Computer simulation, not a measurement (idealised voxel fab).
process module | voxel wiring stack
cross-section cut | 220 nm wide | cells 5 nm
A cross-section is a grid of square cells, given in bands from the top down. A band is one or more rows of cells.
Each band's line starts with the height of the band's top and of its bottom, in nm. Then come its materials from left to right, each with its width in nm. One material with "throughout" fills the band from edge to edge. "air" is empty space.
Height 0 is the level under which the wafer as received is all one material. The lowest band goes on downwards, as in "0 down".
A width such as "30 to 40" changes by the same amount from each row of cells to the next, from the band's top row to its bottom row.
"no change" after a step means that no cell of the cross-section changed.
closed voids: empty space of 8 cells or more with no open way to the top, each as width x height at its distance from the left edge, in nm
after a step's settings: what the simulator itself notes on the step
overlay nm, on a step with a mask: how far to the right of its planned place the mask lay; to the left if negative
Each pair below shows a cross-section before one step and the cross-section after it, down to the lowest band that changed. The line under each pair gives the step between them, with its settings. The pairs can come from different runs of this module on the same starting wafer, so a pair continues from the pair above only where its "before" says so.
before
  55 to 50: TiN 80 | air 15 | TiN 30 | air 15 | TiN 80
  50 to 35: lowk 75 | TiN 5 | air 15 | TiN 5 | lowk 20 | TiN 5 | air 15 | TiN 5 | lowk 75
  35 to 30: SiCN 75 | TiN 25 | SiCN 20 | TiN 25 | SiCN 75
  30 to 0: SiO2 throughout
  0 down: Si throughout
  closed voids: none
after
  65 to 55: Cu throughout
  55 to 50: TiN 80 | Cu 15 | TiN 30 | Cu 15 | TiN 80
  50 to 35: lowk 75 | TiN 5 | Cu 15 | TiN 5 | lowk 20 | TiN 5 | Cu 15 | TiN 5 | lowk 75
  below 35: unchanged
  closed voids: none
the step between: op FILL_DEP | material Cu | thk nm 10
before: the cross-section after the pair above
after
  35 to 30: SiCN 75 | TiN 25 | SiCN 20 | TiN 25 | SiCN 75
  below 30: unchanged
  closed voids: none
the step between: op CMP | height nm 35
before: the cross-section after the pair above
after
  40 to 35: air 70 | Ru 35 | air 10 | Ru 35 | air 70
  below 35: unchanged
  closed voids: none
the step between: op EPI | material Ru | thk nm 5
before: the cross-section after the pair above
after
  45 to 40: SiCN throughout
  40 to 35: SiCN 70 | Ru 35 | SiCN 10 | Ru 35 | SiCN 70
  below 35: unchanged
  closed voids: none
the step between: op FILL_DEP | material SiCN | thk nm 5
before: the cross-section after the pair above
after
  65 to 45: lowk throughout
  below 45: unchanged
  closed voids: none
the step between: op DIRECTIONAL_DEP | material lowk | thk nm 20
before: the cross-section after the pair above
after
  85 to 65: resist 75 | air 15 | resist 130
  below 65: unchanged
  closed voids: none
the step between: op PATTERN | tone open | mask id PLUG_1 | material resist | width nm 15 | thk nm 20 | overlay nm 0
before: the cross-section after the pair above
after
  85 to 65: resist 75 | air 15 | resist 130
  65 to 45: lowk 75 | air 15 | lowk 130
  below 45: unchanged
  closed voids: none
the step between: op DIRECTIONAL_ETCH | etch materials lowk | depth nm 20
before: the cross-section after the pair above
after
  85 to 65: resist 75 | air 15 | resist 130
  65 to 45: lowk 75 | air 15 | lowk 130
  45 to 40: SiCN 75 | air 15 | SiCN 130
  below 40: unchanged
  closed voids: none
the step between: op DIRECTIONAL_ETCH | etch materials SiCN | depth nm 5
before: the cross-section after the pair above
after
  65 to 45: lowk 75 | air 15 | lowk 130
  below 45: unchanged
  closed voids: none
the step between: op STRIP | etch materials resist
before: the cross-section after the pair above
after
  70 to 65: TiN 80 | air 5 | TiN 135
  65 to 45: lowk 75 | TiN 5 | air 5 | TiN 5 | lowk 130
  45 to 40: SiCN 75 | TiN 15 | SiCN 130
  below 40: unchanged
  closed voids: none
the step between: op CONFORMAL_DEP | material TiN | thk nm 5
before: the cross-section after the pair above
after
  80 to 70: Cu throughout
  70 to 65: TiN 80 | Cu 5 | TiN 135
  65 to 45: lowk 75 | TiN 5 | Cu 5 | TiN 5 | lowk 130
  below 45: unchanged
  closed voids: none
the step between: op FILL_DEP | material Cu | thk nm 10
before: the cross-section after the pair above
after
  65 to 45: lowk 75 | TiN 5 | Cu 5 | TiN 5 | lowk 130
  below 45: unchanged
  closed voids: none
the step between: op CMP | height nm 65
before: the cross-section after the pair above
after
  70 to 65: SiCN throughout
  below 65: unchanged
  closed voids: none
the step between: op CONFORMAL_DEP | material SiCN | thk nm 5
before: the cross-section after the pair above
after
  90 to 70: lowk throughout
  below 70: unchanged
  closed voids: none
the step between: op DIRECTIONAL_DEP | material lowk | thk nm 20
before: the cross-section after the pair above
after
  105 to 90: resist 75 | air 25 | resist 20 | air 25 | resist 75
  below 90: unchanged
  closed voids: none
the step between: op PATTERN | tone open | mask id METAL_2 | material resist | width nm 25 | pitch nm 45 | thk nm 15 | overlay nm 0
before: the cross-section after the pair above
after
  105 to 90: resist 75 | air 25 | resist 20 | air 25 | resist 75
  90 to 70: lowk 75 | air 25 | lowk 20 | air 25 | lowk 75
  below 70: unchanged
  closed voids: none
the step between: op DIRECTIONAL_ETCH | etch materials lowk | depth nm 20
before: the cross-section after the pair above
after
  105 to 90: resist 75 | air 25 | resist 20 | air 25 | resist 75
  90 to 70: lowk 75 | air 25 | lowk 20 | air 25 | lowk 75
  70 to 65: SiCN 75 | air 25 | SiCN 20 | air 25 | SiCN 75
  below 65: unchanged
  closed voids: none
the step between: op DIRECTIONAL_ETCH | etch materials SiCN | depth nm 5
before: the cross-section after the pair above
after
  90 to 70: lowk 75 | air 25 | lowk 20 | air 25 | lowk 75
  below 70: unchanged
  closed voids: none
the step between: op STRIP | etch materials resist
before: the cross-section after the pair above
after
  95 to 90: TiN 80 | air 15 | TiN 30 | air 15 | TiN 80
  90 to 70: lowk 75 | TiN 5 | air 15 | TiN 5 | lowk 20 | TiN 5 | air 15 | TiN 5 | lowk 75
  70 to 65: SiCN 75 | TiN 25 | SiCN 20 | TiN 25 | SiCN 75
  below 65: unchanged
  closed voids: none
the step between: op CONFORMAL_DEP | material TiN | thk nm 5
before: the cross-section after the pair above
after
  100 to 95: Cu throughout
  95 to 90: TiN 80 | Cu 15 | TiN 30 | Cu 15 | TiN 80
  90 to 70: lowk 75 | TiN 5 | Cu 15 | TiN 5 | lowk 20 | TiN 5 | Cu 15 | TiN 5 | lowk 75
  below 70: unchanged
  closed voids: none
the step between: op FILL_DEP | material Cu | thk nm 5
before: the cross-section after the pair above
after
  90 to 70: lowk 75 | TiN 5 | Cu 15 | TiN 5 | lowk 20 | TiN 5 | Cu 15 | TiN 5 | lowk 75
  below 70: unchanged
  closed voids: none
the step between: op CMP | height nm 90
before: the cross-section after the pair above
after
  95 to 90: air 70 | Ru 35 | air 10 | Ru 35 | air 70
  below 90: unchanged
  closed voids: none
the step between: op EPI | material Ru | thk nm 5
before: the cross-section after the pair above
after
  100 to 95: SiCN throughout
  95 to 90: SiCN 70 | Ru 35 | SiCN 10 | Ru 35 | SiCN 70
  below 90: unchanged
  closed voids: none
the step between: op FILL_DEP | material SiCN | thk nm 5
before: the cross-section after the pair above
after
  130 to 100: SiO2 throughout
  below 100: unchanged
  closed voids: none
the step between: op DIRECTIONAL_DEP | material SiO2 | thk nm 30
before: the cross-section after the pair above
after
  150 to 130: resist 75 | air 15 | resist 130
  below 130: unchanged
  closed voids: none
the step between: op PATTERN | tone open | mask id METAL_3_HOLES | material resist | width nm 15 | thk nm 20 | overlay nm 0
before: the cross-section after the pair above
after
  150 to 130: resist 75 | air 15 | resist 130
  130 to 100: SiO2 75 | air 15 | SiO2 130
  below 100: unchanged
  closed voids: none
the step between: op DIRECTIONAL_ETCH | etch materials SiO2 | depth nm 30
before: the cross-section after the pair above
after
  130 to 100: SiO2 75 | air 15 | SiO2 130
  below 100: unchanged
  closed voids: none
the step between: op STRIP | etch materials resist
before: the cross-section after the pair above
after
  150 to 130: resist 75 | air 25 | resist 20 | air 25 | resist 75
  below 130: unchanged
  closed voids: none
the step between: op PATTERN | tone open | mask id METAL_3 | material resist | width nm 25 | pitch nm 45 | thk nm 20 | overlay nm 0
before: the cross-section after the pair above
after
  150 to 130: resist 75 | air 25 | resist 20 | air 25 | resist 75
  130 to 115: SiO2 75 | air 25 | SiO2 20 | air 25 | SiO2 75
  below 115: unchanged
  closed voids: none
the step between: op DIRECTIONAL_ETCH | etch materials SiO2 | depth nm 15
before: the cross-section after the pair above
after
  150 to 130: resist 75 | air 25 | resist 20 | air 25 | resist 75
  130 to 115: SiO2 75 | air 25 | SiO2 20 | air 25 | SiO2 75
  115 to 100: SiO2 75 | air 15 | SiO2 130
  100 to 95: SiCN 75 | air 15 | SiCN 130
  below 95: unchanged
  closed voids: none
the step between: op DIRECTIONAL_ETCH | etch materials SiCN | depth nm 5
before: the cross-section after the pair above
after
  130 to 115: SiO2 75 | air 25 | SiO2 20 | air 25 | SiO2 75
  below 115: unchanged
  closed voids: none
the step between: op STRIP | etch materials resist
before: the cross-section after the pair above
after
  135 to 130: TiN 80 | air 15 | TiN 30 | air 15 | TiN 80
  130 to 120: SiO2 75 | TiN 5 | air 15 | TiN 5 | SiO2 20 | TiN 5 | air 15 | TiN 5 | SiO2 75
  120 to 115: SiO2 75 | TiN 5 | air 5 | TiN 15 | SiO2 20 | TiN 25 | SiO2 75
  115 to 100: SiO2 75 | TiN 5 | air 5 | TiN 5 | SiO2 130
  100 to 95: SiCN 75 | TiN 15 | SiCN 130
  below 95: unchanged
  closed voids: none
the step between: op CONFORMAL_DEP | material TiN | thk nm 5
before: the cross-section after the pair above
after
  145 to 135: Cu throughout
  135 to 130: TiN 80 | Cu 15 | TiN 30 | Cu 15 | TiN 80
  130 to 120: SiO2 75 | TiN 5 | Cu 15 | TiN 5 | SiO2 20 | TiN 5 | Cu 15 | TiN 5 | SiO2 75
  120 to 115: SiO2 75 | TiN 5 | Cu 5 | TiN 15 | SiO2 20 | TiN 25 | SiO2 75
  115 to 100: SiO2 75 | TiN 5 | Cu 5 | TiN 5 | SiO2 130
  below 100: unchanged
  closed voids: none
the step between: op FILL_DEP | material Cu | thk nm 10
before: the cross-section after the pair above
after
  130 to 120: SiO2 75 | TiN 5 | Cu 15 | TiN 5 | SiO2 20 | TiN 5 | Cu 15 | TiN 5 | SiO2 75
  below 120: unchanged
  closed voids: none
the step between: op CMP | height nm 130
before: the cross-section after the pair above
after
  135 to 130: SiCN throughout
  below 130: unchanged
  closed voids: none
the step between: op CONFORMAL_DEP | material SiCN | thk nm 5
before: the cross-section after the pair above
after
  165 to 135: lowk throughout
  below 135: unchanged
  closed voids: none
the step between: op DIRECTIONAL_DEP | material lowk | thk nm 30
before: the cross-section after the pair above
after
  180 to 165: resist 75 | air 25 | resist 20 | air 25 | resist 75
  below 165: unchanged
  closed voids: none
the step between: op PATTERN | tone open | mask id METAL_4 | material resist | width nm 25 | pitch nm 45 | thk nm 15 | overlay nm 0
before: the cross-section after the pair above
after
  180 to 165: resist 75 | air 25 | resist 20 | air 25 | resist 75
  165 to 150: lowk 75 | air 25 | lowk 20 | air 25 | lowk 75
  below 150: unchanged
  closed voids: none
the step between: op DIRECTIONAL_ETCH | etch materials lowk | depth nm 15
before: the cross-section after the pair above
after
  165 to 150: lowk 75 | air 25 | lowk 20 | air 25 | lowk 75
  below 150: unchanged
  closed voids: none
the step between: op STRIP | etch materials resist
before: the cross-section after the pair above
after
  180 to 165: resist 75 | air 15 | resist 30 | air 15 | resist 85
  165 to 150: lowk 75 | air 15 | resist 10 | lowk 20 | air 15 | resist 10 | lowk 75
  below 150: unchanged
  closed voids: none
the step between: op PATTERN | tone open | mask id METAL_4_HOLES | material resist | width nm 15 | pitch nm 45 | thk nm 15 | overlay nm 0
before: the cross-section after the pair above
after
  180 to 165: resist 75 | air 15 | resist 30 | air 15 | resist 85
  165 to 150: lowk 75 | air 15 | resist 10 | lowk 20 | air 15 | resist 10 | lowk 75
  150 to 135: lowk 75 | air 15 | lowk 30 | air 15 | lowk 85
  below 135: unchanged
  closed voids: none
the step between: op DIRECTIONAL_ETCH | etch materials lowk | depth nm 15
before: the cross-section after the pair above
after
  180 to 165: resist 75 | air 15 | resist 30 | air 15 | resist 85
  165 to 150: lowk 75 | air 15 | resist 10 | lowk 20 | air 15 | resist 10 | lowk 75
  150 to 135: lowk 75 | air 15 | lowk 30 | air 15 | lowk 85
  135 to 130: SiCN 75 | air 15 | SiCN 30 | air 15 | SiCN 85
  below 130: unchanged
  closed voids: none
the step between: op DIRECTIONAL_ETCH | etch materials SiCN | depth nm 5
before: the cross-section after the pair above
after
  165 to 150: lowk 75 | air 25 | lowk 20 | air 25 | lowk 75
  below 150: unchanged
  closed voids: none
the step between: op STRIP | etch materials resist
before: the cross-section after the pair above
after
  170 to 165: TiN 80 | air 15 | TiN 30 | air 15 | TiN 80
  165 to 155: lowk 75 | TiN 5 | air 15 | TiN 5 | lowk 20 | TiN 5 | air 15 | TiN 5 | lowk 75
  155 to 150: lowk 75 | TiN 5 | air 5 | TiN 15 | lowk 20 | TiN 5 | air 5 | TiN 15 | lowk 75
  150 to 135: lowk 75 | TiN 5 | air 5 | TiN 5 | lowk 30 | TiN 5 | air 5 | TiN 5 | lowk 85
  135 to 130: SiCN 75 | TiN 15 | SiCN 30 | TiN 15 | SiCN 85
  below 130: unchanged
  closed voids: none
the step between: op CONFORMAL_DEP | material TiN | thk nm 5
before: the cross-section after the pair above
after
  175 to 170: Cu throughout
  170 to 165: TiN 80 | Cu 15 | TiN 30 | Cu 15 | TiN 80
  165 to 155: lowk 75 | TiN 5 | Cu 15 | TiN 5 | lowk 20 | TiN 5 | Cu 15 | TiN 5 | lowk 75
  155 to 150: lowk 75 | TiN 5 | Cu 5 | TiN 15 | lowk 20 | TiN 5 | Cu 5 | TiN 15 | lowk 75
  150 to 135: lowk 75 | TiN 5 | Cu 5 | TiN 5 | lowk 30 | TiN 5 | Cu 5 | TiN 5 | lowk 85
  below 135: unchanged
  closed voids: none
the step between: op FILL_DEP | material Cu | thk nm 5
before: the cross-section after the pair above
after
  165 to 155: lowk 75 | TiN 5 | Cu 15 | TiN 5 | lowk 20 | TiN 5 | Cu 15 | TiN 5 | lowk 75
  below 155: unchanged
  closed voids: none
the step between: op CMP | height nm 165
before: the cross-section after the pair above
after
  170 to 165: SiCN throughout
  below 165: unchanged
  closed voids: none
the step between: op CONFORMAL_DEP | material SiCN | thk nm 5
before
  0 down: Si throughout
  closed voids: none
after
  5 to 0: SiCN throughout
  below 0: unchanged
  closed voids: none
the step between: op CONFORMAL_DEP | material SiCN | thk nm 5
before: the cross-section after the pair above
after
  20 to 5: SiO2 throughout
  below 5: unchanged
  closed voids: none
the step between: op CONFORMAL_DEP | material SiO2 | thk nm 15
before: the cross-section after the pair above
after
  35 to 20: lowk throughout
  below 20: unchanged
  closed voids: none
the step between: op DIRECTIONAL_DEP | material lowk | thk nm 15
before: the cross-section after the pair above
after
  50 to 35: resist 75 | air 25 | resist 20 | air 25 | resist 75
  below 35: unchanged
  closed voids: none
the step between: op PATTERN | tone open | mask id METAL_1 | material resist | width nm 25 | pitch nm 45 | thk nm 15 | overlay nm 0
before: the cross-section after the pair above
after
  50 to 35: resist 75 | air 25 | resist 20 | air 25 | resist 75
  35 to 20: lowk 75 | air 25 | lowk 20 | air 25 | lowk 75
  below 20: unchanged
  closed voids: none
the step between: op DIRECTIONAL_ETCH | etch materials lowk | depth nm 15
before: the cross-section after the pair above
after
  35 to 20: lowk 75 | air 25 | lowk 20 | air 25 | lowk 75
  below 20: unchanged
  closed voids: none
the step between: op STRIP | etch materials resist
before: the cross-section after the pair above
after
  40 to 35: TiN 80 | air 15 | TiN 30 | air 15 | TiN 80
  35 to 25: lowk 75 | TiN 5 | air 15 | TiN 5 | lowk 20 | TiN 5 | air 15 | TiN 5 | lowk 75
  25 to 20: lowk 75 | TiN 25 | lowk 20 | TiN 25 | lowk 75
  below 20: unchanged
  closed voids: none
the step between: op CONFORMAL_DEP | material TiN | thk nm 5
before: the cross-section after the pair above
after
  50 to 40: Cu throughout
  40 to 35: TiN 80 | Cu 15 | TiN 30 | Cu 15 | TiN 80
  35 to 25: lowk 75 | TiN 5 | Cu 15 | TiN 5 | lowk 20 | TiN 5 | Cu 15 | TiN 5 | lowk 75
  below 25: unchanged
  closed voids: none
the step between: op FILL_DEP | material Cu | thk nm 10
before: the cross-section after the pair above
after
  35 to 25: lowk 75 | TiN 5 | Cu 15 | TiN 5 | lowk 20 | TiN 5 | Cu 15 | TiN 5 | lowk 75
  below 25: unchanged
  closed voids: none
the step between: op CMP | height nm 35
before: the cross-section after the pair above
after
  40 to 35: air 70 | Ru 35 | air 10 | Ru 35 | air 70
  below 35: unchanged
  closed voids: none
the step between: op EPI | material Ru | thk nm 5
before: the cross-section after the pair above
after
  45 to 40: SiCN throughout
  40 to 35: SiCN 70 | Ru 35 | SiCN 10 | Ru 35 | SiCN 70
  below 35: unchanged
  closed voids: none
the step between: op FILL_DEP | material SiCN | thk nm 5
before: the cross-section after the pair above
after
  65 to 45: lowk throughout
  below 45: unchanged
  closed voids: none
the step between: op DIRECTIONAL_DEP | material lowk | thk nm 20
before: the cross-section after the pair above
after
  85 to 65: resist 75 | air 15 | resist 130
  below 65: unchanged
  closed voids: none
the step between: op PATTERN | tone open | mask id PLUG_1 | material resist | width nm 15 | thk nm 20 | overlay nm 0
before: the cross-section after the pair above
after
  85 to 65: resist 75 | air 15 | resist 130
  65 to 45: lowk 75 | air 15 | lowk 130
  below 45: unchanged
  closed voids: none
the step between: op DIRECTIONAL_ETCH | etch materials lowk | depth nm 20
before: the cross-section after the pair above
after
  85 to 65: resist 75 | air 15 | resist 130
  65 to 45: lowk 75 | air 15 | lowk 130
  45 to 40: SiCN 75 | air 15 | SiCN 130
  below 40: unchanged
  closed voids: none
the step between: op DIRECTIONAL_ETCH | etch materials SiCN | depth nm 5
before: the cross-section after the pair above
after
  65 to 45: lowk 75 | air 15 | lowk 130
  below 45: unchanged
  closed voids: none
the step between: op STRIP | etch materials resist
before: the cross-section after the pair above
after
  70 to 65: TiN 80 | air 5 | TiN 135
  65 to 45: lowk 75 | TiN 5 | air 5 | TiN 5 | lowk 130
  45 to 40: SiCN 75 | TiN 15 | SiCN 130
  below 40: unchanged
  closed voids: none
the step between: op CONFORMAL_DEP | material TiN | thk nm 5
before: the cross-section after the pair above
after
  80 to 70: Cu throughout
  70 to 65: TiN 80 | Cu 5 | TiN 135
  65 to 45: lowk 75 | TiN 5 | Cu 5 | TiN 5 | lowk 130
  below 45: unchanged
  closed voids: none
the step between: op FILL_DEP | material Cu | thk nm 10
before: the cross-section after the pair above
after
  65 to 45: lowk 75 | TiN 5 | Cu 5 | TiN 5 | lowk 130
  below 45: unchanged
  closed voids: none
the step between: op CMP | height nm 65
before: the cross-section after the pair above
after
  70 to 65: SiCN throughout
  below 65: unchanged
  closed voids: none
the step between: op CONFORMAL_DEP | material SiCN | thk nm 5
before: the cross-section after the pair above
after
  90 to 70: lowk throughout
  below 70: unchanged
  closed voids: none
the step between: op DIRECTIONAL_DEP | material lowk | thk nm 20
before: the cross-section after the pair above
after
  105 to 90: resist 75 | air 25 | resist 20 | air 25 | resist 75
  below 90: unchanged
  closed voids: none
the step between: op PATTERN | tone open | mask id METAL_2 | material resist | width nm 25 | pitch nm 45 | thk nm 15 | overlay nm 0
before: the cross-section after the pair above
after
  105 to 90: resist 75 | air 25 | resist 20 | air 25 | resist 75
  90 to 70: lowk 75 | air 25 | lowk 20 | air 25 | lowk 75
  below 70: unchanged
  closed voids: none
the step between: op DIRECTIONAL_ETCH | etch materials lowk | depth nm 20
before: the cross-section after the pair above
after
  105 to 90: resist 75 | air 25 | resist 20 | air 25 | resist 75
  90 to 70: lowk 75 | air 25 | lowk 20 | air 25 | lowk 75
  70 to 65: SiCN 75 | air 25 | SiCN 20 | air 25 | SiCN 75
  below 65: unchanged
  closed voids: none
the step between: op DIRECTIONAL_ETCH | etch materials SiCN | depth nm 5
before: the cross-section after the pair above
after
  90 to 70: lowk 75 | air 25 | lowk 20 | air 25 | lowk 75
  below 70: unchanged
  closed voids: none
the step between: op STRIP | etch materials resist
before: the cross-section after the pair above
after
  95 to 90: TiN 80 | air 15 | TiN 30 | air 15 | TiN 80
  90 to 70: lowk 75 | TiN 5 | air 15 | TiN 5 | lowk 20 | TiN 5 | air 15 | TiN 5 | lowk 75
  70 to 65: SiCN 75 | TiN 25 | SiCN 20 | TiN 25 | SiCN 75
  below 65: unchanged
  closed voids: none
the step between: op CONFORMAL_DEP | material TiN | thk nm 5
before: the cross-section after the pair above
after
  100 to 95: Cu throughout
  95 to 90: TiN 80 | Cu 15 | TiN 30 | Cu 15 | TiN 80
  90 to 70: lowk 75 | TiN 5 | Cu 15 | TiN 5 | lowk 20 | TiN 5 | Cu 15 | TiN 5 | lowk 75
  below 70: unchanged
  closed voids: none
the step between: op FILL_DEP | material Cu | thk nm 5
before: the cross-section after the pair above
after
  90 to 70: lowk 75 | TiN 5 | Cu 15 | TiN 5 | lowk 20 | TiN 5 | Cu 15 | TiN 5 | lowk 75
  below 70: unchanged
  closed voids: none
the step between: op CMP | height nm 90
before: the cross-section after the pair above
after
  95 to 90: air 70 | Ru 35 | air 10 | Ru 35 | air 70
  below 90: unchanged
  closed voids: none
the step between: op EPI | material Ru | thk nm 5
before: the cross-section after the pair above
after
  100 to 95: SiCN throughout
  95 to 90: SiCN 70 | Ru 35 | SiCN 10 | Ru 35 | SiCN 70
  below 90: unchanged
  closed voids: none
the step between: op FILL_DEP | material SiCN | thk nm 5
before: the cross-section after the pair above
after
  130 to 100: SiO2 throughout
  below 100: unchanged
  closed voids: none
the step between: op DIRECTIONAL_DEP | material SiO2 | thk nm 30
before: the cross-section after the pair above
after
  150 to 130: resist 75 | air 15 | resist 130
  below 130: unchanged
  closed voids: none
the step between: op PATTERN | tone open | mask id METAL_3_HOLES | material resist | width nm 15 | thk nm 20 | overlay nm 0
before: the cross-section after the pair above
after
  150 to 130: resist 75 | air 15 | resist 130
  130 to 100: SiO2 75 | air 15 | SiO2 130
  below 100: unchanged
  closed voids: none
the step between: op DIRECTIONAL_ETCH | etch materials SiO2 | depth nm 30
before: the cross-section after the pair above
after
  130 to 100: SiO2 75 | air 15 | SiO2 130
  below 100: unchanged
  closed voids: none
the step between: op STRIP | etch materials resist
before: the cross-section after the pair above
after
  150 to 130: resist 75 | air 25 | resist 20 | air 25 | resist 75
  below 130: unchanged
  closed voids: none
the step between: op PATTERN | tone open | mask id METAL_3 | material resist | width nm 25 | pitch nm 45 | thk nm 20 | overlay nm 0
before: the cross-section after the pair above
after
  150 to 130: resist 75 | air 25 | resist 20 | air 25 | resist 75
  130 to 115: SiO2 75 | air 25 | SiO2 20 | air 25 | SiO2 75
  below 115: unchanged
  closed voids: none
the step between: op DIRECTIONAL_ETCH | etch materials SiO2 | depth nm 15
before: the cross-section after the pair above
after
  150 to 130: resist 75 | air 25 | resist 20 | air 25 | resist 75
  130 to 115: SiO2 75 | air 25 | SiO2 20 | air 25 | SiO2 75
  115 to 100: SiO2 75 | air 15 | SiO2 130
  100 to 95: SiCN 75 | air 15 | SiCN 130
  below 95: unchanged
  closed voids: none
the step between: op DIRECTIONAL_ETCH | etch materials SiCN | depth nm 5
before: the cross-section after the pair above
after
  130 to 115: SiO2 75 | air 25 | SiO2 20 | air 25 | SiO2 75
  below 115: unchanged
  closed voids: none
the step between: op STRIP | etch materials resist
before: the cross-section after the pair above
after
  135 to 130: TiN 80 | air 15 | TiN 30 | air 15 | TiN 80
  130 to 120: SiO2 75 | TiN 5 | air 15 | TiN 5 | SiO2 20 | TiN 5 | air 15 | TiN 5 | SiO2 75
  120 to 115: SiO2 75 | TiN 5 | air 5 | TiN 15 | SiO2 20 | TiN 25 | SiO2 75
  115 to 100: SiO2 75 | TiN 5 | air 5 | TiN 5 | SiO2 130
  100 to 95: SiCN 75 | TiN 15 | SiCN 130
  below 95: unchanged
  closed voids: none
the step between: op CONFORMAL_DEP | material TiN | thk nm 5
before: the cross-section after the pair above
after
  145 to 135: Cu throughout
  135 to 130: TiN 80 | Cu 15 | TiN 30 | Cu 15 | TiN 80
  130 to 120: SiO2 75 | TiN 5 | Cu 15 | TiN 5 | SiO2 20 | TiN 5 | Cu 15 | TiN 5 | SiO2 75
  120 to 115: SiO2 75 | TiN 5 | Cu 5 | TiN 15 | SiO2 20 | TiN 25 | SiO2 75
  115 to 100: SiO2 75 | TiN 5 | Cu 5 | TiN 5 | SiO2 130
  below 100: unchanged
  closed voids: none
the step between: op FILL_DEP | material Cu | thk nm 10
before: the cross-section after the pair above
after
  130 to 120: SiO2 75 | TiN 5 | Cu 15 | TiN 5 | SiO2 20 | TiN 5 | Cu 15 | TiN 5 | SiO2 75
  below 120: unchanged
  closed voids: none
the step between: op CMP | height nm 130
before: the cross-section after the pair above
after
  135 to 130: SiCN throughout
  below 130: unchanged
  closed voids: none
the step between: op CONFORMAL_DEP | material SiCN | thk nm 5
before: the cross-section after the pair above
after
  165 to 135: lowk throughout
  below 135: unchanged
  closed voids: none
the step between: op DIRECTIONAL_DEP | material lowk | thk nm 30
before: the cross-section after the pair above
after
  180 to 165: resist 75 | air 25 | resist 20 | air 25 | resist 75
  below 165: unchanged
  closed voids: none
the step between: op PATTERN | tone open | mask id METAL_4 | material resist | width nm 25 | pitch nm 45 | thk nm 15 | overlay nm 0
before: the cross-section after the pair above
after
  180 to 165: resist 75 | air 25 | resist 20 | air 25 | resist 75
  165 to 150: lowk 75 | air 25 | lowk 20 | air 25 | lowk 75
  below 150: unchanged
  closed voids: none
the step between: op DIRECTIONAL_ETCH | etch materials lowk | depth nm 15
before: the cross-section after the pair above
after
  165 to 150: lowk 75 | air 25 | lowk 20 | air 25 | lowk 75
  below 150: unchanged
  closed voids: none
the step between: op STRIP | etch materials resist
before: the cross-section after the pair above
after
  180 to 165: resist 75 | air 15 | resist 30 | air 15 | resist 85
  165 to 150: lowk 75 | air 15 | resist 10 | lowk 20 | air 15 | resist 10 | lowk 75
  below 150: unchanged
  closed voids: none
the step between: op PATTERN | tone open | mask id METAL_4_HOLES | material resist | width nm 15 | pitch nm 45 | thk nm 15 | overlay nm 0
before: the cross-section after the pair above
after
  180 to 165: resist 75 | air 15 | resist 30 | air 15 | resist 85
  165 to 150: lowk 75 | air 15 | resist 10 | lowk 20 | air 15 | resist 10 | lowk 75
  150 to 135: lowk 75 | air 15 | lowk 30 | air 15 | lowk 85
  below 135: unchanged
  closed voids: none
the step between: op DIRECTIONAL_ETCH | etch materials lowk | depth nm 15
before: the cross-section after the pair above
after
  180 to 165: resist 75 | air 15 | resist 30 | air 15 | resist 85
  165 to 150: lowk 75 | air 15 | resist 10 | lowk 20 | air 15 | resist 10 | lowk 75
  150 to 135: lowk 75 | air 15 | lowk 30 | air 15 | lowk 85
  135 to 130: SiCN 75 | air 15 | SiCN 30 | air 15 | SiCN 85
  below 130: unchanged
  closed voids: none
the step between: op DIRECTIONAL_ETCH | etch materials SiCN | depth nm 5
before: the cross-section after the pair above
after
  165 to 150: lowk 75 | air 25 | lowk 20 | air 25 | lowk 75
  below 150: unchanged
  closed voids: none
the step between: op STRIP | etch materials resist
before: the cross-section after the pair above
after
  170 to 165: TiN 80 | air 15 | TiN 30 | air 15 | TiN 80
  165 to 155: lowk 75 | TiN 5 | air 15 | TiN 5 | lowk 20 | TiN 5 | air 15 | TiN 5 | lowk 75
  155 to 150: lowk 75 | TiN 5 | air 5 | TiN 15 | lowk 20 | TiN 5 | air 5 | TiN 15 | lowk 75
  150 to 135: lowk 75 | TiN 5 | air 5 | TiN 5 | lowk 30 | TiN 5 | air 5 | TiN 5 | lowk 85
  135 to 130: SiCN 75 | TiN 15 | SiCN 30 | TiN 15 | SiCN 85
  below 130: unchanged
  closed voids: none
the step between: op CONFORMAL_DEP | material TiN | thk nm 5
before: the cross-section after the pair above
after
  175 to 170: Cu throughout
  170 to 165: TiN 80 | Cu 15 | TiN 30 | Cu 15 | TiN 80
  165 to 155: lowk 75 | TiN 5 | Cu 15 | TiN 5 | lowk 20 | TiN 5 | Cu 15 | TiN 5 | lowk 75
  155 to 150: lowk 75 | TiN 5 | Cu 5 | TiN 15 | lowk 20 | TiN 5 | Cu 5 | TiN 15 | lowk 75
  150 to 135: lowk 75 | TiN 5 | Cu 5 | TiN 5 | lowk 30 | TiN 5 | Cu 5 | TiN 5 | lowk 85
  below 135: unchanged
  closed voids: none
the step between: op FILL_DEP | material Cu | thk nm 5
before: the cross-section after the pair above
after
  165 to 155: lowk 75 | TiN 5 | Cu 15 | TiN 5 | lowk 20 | TiN 5 | Cu 15 | TiN 5 | lowk 75
  below 155: unchanged
  closed voids: none
the step between: op CMP | height nm 165
before: the cross-section after the pair above
after
  170 to 165: SiCN throughout
  below 165: unchanged
  closed voids: none
the step between: op CONFORMAL_DEP | material SiCN | thk nm 5
before
  100 to 95: SiCN throughout
  95 to 90: SiCN 70 | Ru 35 | SiCN 10 | Ru 35 | SiCN 70
  90 to 70: lowk 75 | TiN 5 | Cu 15 | TiN 5 | lowk 20 | TiN 5 | Cu 15 | TiN 5 | lowk 75
  70 to 65: SiCN 75 | TiN 25 | SiCN 20 | TiN 25 | SiCN 75
  65 to 45: lowk 75 | TiN 5 | Cu 5 | TiN 5 | lowk 130
  45 to 40: SiCN 75 | TiN 15 | SiCN 130
  40 to 35: SiCN 70 | Ru 35 | SiCN 10 | Ru 35 | SiCN 70
  35 to 20: lowk 75 | TiN 5 | Cu 15 | TiN 5 | lowk 20 | TiN 5 | Cu 15 | TiN 5 | lowk 75
  20 to 15: SiCN 75 | TiN 25 | SiCN 20 | TiN 25 | SiCN 75
  15 to 0: SiO2 throughout
  0 down: Si throughout
  closed voids: none
after
  120 to 100: SiO2 throughout
  below 100: unchanged
  closed voids: none
the step between: op DIRECTIONAL_DEP | material SiO2 | thk nm 20
before: the cross-section after the pair above
after
  140 to 120: resist 75 | air 15 | resist 130
  below 120: unchanged
  closed voids: none
the step between: op PATTERN | tone open | mask id METAL_3_HOLES | material resist | width nm 15 | thk nm 20 | overlay nm 0
before: the cross-section after the pair above
after
  140 to 120: resist 75 | air 15 | resist 130
  120 to 100: SiO2 75 | air 15 | SiO2 130
  below 100: unchanged
  closed voids: none
the step between: op DIRECTIONAL_ETCH | etch materials SiO2 | depth nm 30
before: the cross-section after the pair above
after
  120 to 100: SiO2 75 | air 15 | SiO2 130
  below 100: unchanged
  closed voids: none
the step between: op STRIP | etch materials resist
